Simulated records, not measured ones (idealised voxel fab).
The document below concerns the process module designated voxel self aligned contacts.
FYI the section here is cut, 210 nm wide, cells are 5 nm squares.
A cross-section is a grid of square cells, given in bands from the top down. A band is one or more rows of cells. The entry gives the band's vertical extent as a top height and a bottom height in nm, then its horizontal make-up as materials from left to right, each with a width in nm. "blank" stands for empty space; a single material marked "edge to edge" fills the band edge to edge. The reference from which all heights are counted is 0, the level beneath which the as-received wafer is entirely one material; the lowest band, having no lower bound, proceeds downward and is written after the example "top 0, no bottom". The width entry "30->40" should be interpreted row by row: the top row of cells in the band takes the first number, the bottom row takes the second number, and the change between adjacent rows is uniform throughout. "nothing different", as given for a step, is the statement that not any cell of the cross-section underwent a change during that step. "Enclosed void listing" enumerates empty spaces isolated from the top, with no open way to it, that contain at least 8 cells, giving each as width x height at distance from the left edge, all three in nm. The remark found on a step's line after its settings is issued by the simulator itself and pertains to that step. "overlay nm" on a masked step: distance the mask lay right of its planned place, negative for left.
The steps planned for the process are as follows:
1 RECEIVE: material Si
2 OXIDIZE: depth nm 5
3 DIRECTIONAL_DEP: material polySi, thk nm 30
4 DIRECTIONAL_DEP: material SiN, thk nm 20
5 PATTERN: tone cover, mask id GATE, material resist, width nm 30, pitch nm 65, thk nm 20, overlay nm 0
6 DIRECTIONAL_ETCH: etch materials SiN, depth nm 20
7 DIRECTIONAL_ETCH: etch materials polySi, depth nm 30
8 STRIP: etch materials resist
9 CONFORMAL_DEP: material SiN, thk nm 10
10 DIRECTIONAL_ETCH: etch materials SiN, depth nm 10
11 FILL_DEP: material SiO2, thk nm 15
12 CMP: height nm 55
13 PATTERN: tone open, mask id CONTACT, material resist, width nm 45, pitch nm 65, thk nm 15, overlay nm 0
14 DIRECTIONAL_ETCH: etch materials SiO2, depth nm 60
15 STRIP: etch materials resist
16 CONFORMAL_DEP: material TiN, thk nm 5
17 FILL_DEP: material W, thk nm 5
18 CMP: height nm 55
19 CONFORMAL_DEP: material SiCN, thk nm 5
Wafers differ in thk nm at step 16; plan lists the first wafer's value; identical starting state.
Cross-section, first of several wafers, as delivered after step 1:
top 0, no bottom: Si edge to edge
Enclosed void listing: none
Last step of the module is step 19; after it, the first of several wafers in cross-section:
top 60, bottom 55: SiCN edge to edge
top 55, bottom 50: SiO2 (50)  TiN (20)  W (5)  TiN (20)  SiO2 (20)  TiN (20)  W (5)  TiN (20)  SiO2 (50)
top 50, bottom 30: SiO2 (15)  SiN (50)  TiN (5)  W (5)  TiN (5)  SiN (50)  TiN (5)  W (5)  TiN (5)  SiN (50)  SiO2 (15)
top 30, bottom 0: SiO2 (15)  SiN (10)  polySi (30)  SiN (10)  TiN (5)  W (5)  TiN (5)  SiN (10)  polySi (30)  SiN (10)  TiN (5)  W (5)  TiN (5)  SiN (10)  polySi (30)  SiN (10)  SiO2 (15)
top 0, bottom -5: SiO2 (65)  TiN (15)  SiO2 (50)  TiN (15)  SiO2 (65)
top -5, no bottom: Si edge to edge
Enclosed void listing: none
A cross-section through the last wafer at the close of the module:
top 60, bottom 55: SiCN edge to edge
top 55, bottom 50: SiO2 (50)  TiN (45)  SiO2 (20)  TiN (45)  SiO2 (50)
top 50, bottom 30: SiO2 (15)  SiN (50)  TiN (15)  SiN (50)  TiN (15)  SiN (50)  SiO2 (15)
top 30, bottom 0: SiO2 (15)  SiN (10)  polySi (30)  SiN (10)  TiN (15)  SiN (10)  polySi (30)  SiN (10)  TiN (15)  SiN (10)  polySi (30)  SiN (10)  SiO2 (15)
top 0, bottom -5: SiO2 (65)  TiN (15)  SiO2 (50)  TiN (15)  SiO2 (65)
top -5, no bottom: Si edge to edge
Enclosed void listing: none
The following table contains a row per wafer, in which are reported, at the conclusion of the module, the cells of each material gained (+) or lost (-) since the wafer's receipt, with its closed voids given thereafter:
thk nm 5 | -42 Si | +42 SiCN | +192 SiN | +120 SiO2 | +62 TiN | +22 W | +108 polySi | Enclosed void listing: none
thk nm 10 | -42 Si | +42 SiCN | +192 SiN | +120 SiO2 | +84 TiN | +108 polySi | Enclosed void listing: none
thk nm 15 | -42 Si | +42 SiCN | +192 SiN | +120 SiO2 | +84 TiN | +108 polySi | Enclosed void listing: none
thk nm 20 | -42 Si | +42 SiCN | +192 SiN | +120 SiO2 | +84 TiN | +108 polySi | Enclosed void listing: none
